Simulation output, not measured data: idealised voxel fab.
process module | voxel spacer lines
cross-section cut | 280 nm wide | cells 5 nm
A cross-section is a grid of square cells, given in bands from the top down. A band is one or more rows of cells.
Each band's line starts with the height of the band's top and of its bottom, in nm. Then come its materials from left to right, each with its width in nm. One material with "throughout" fills the band from edge to edge. "air" is empty space.
Height 0 is the level under which the wafer as received is all one material. The lowest band goes on downwards, as in "0 down".
A width such as "30 to 40" changes by the same amount from each row of cells to the next, from the band's top row to its bottom row.
"no change" after a step means that no cell of the cross-section changed.
closed voids: empty space of 8 cells or more with no open way to the top, each as width x height at its distance from the left edge, in nm
after a step's settings: what the simulator itself notes on the step
overlay nm, on a step with a mask: how far to the right of its planned place the mask lay; to the left if negative
plan
1 op RECEIVE | material Si
2 op CONFORMAL_DEP | material SiO2 | thk nm 5
3 op DIRECTIONAL_DEP | material TiN | thk nm 10
4 op DIRECTIONAL_DEP | material polySi | thk nm 25
5 op PATTERN | tone cover | mask id MANDREL | material resist | width nm 15 | pitch nm 50 | thk nm 30 | overlay nm 0
6 op DIRECTIONAL_ETCH | etch materials polySi | depth nm 25
7 op STRIP | etch materials resist
8 op CONFORMAL_DEP | material SiN | thk nm 10
9 op DIRECTIONAL_ETCH | etch materials SiN | depth nm 10
10 op STRIP | etch materials polySi
11 op DIRECTIONAL_ETCH | etch materials TiN | depth nm 10
12 op STRIP | etch materials SiN
as received, after step 1
  0 down: Si throughout
  closed voids: none
a wafer at the end: this start, this plan, one mistake
  15 to 5: air 75 | TiN 10 | air 15 | TiN 10 | air 15 | TiN 10 | air 15 | TiN 10 | air 15 | TiN 10 | air 15 | TiN 10 | air 70
  5 to 0: SiO2 throughout
  0 down: Si throughout
  closed voids: none
what went wrong: step 5 ran as: op PATTERN | tone cover | mask id MANDREL | material resist | width nm 15 | pitch nm 50 | thk nm 30 | overlay nm 5
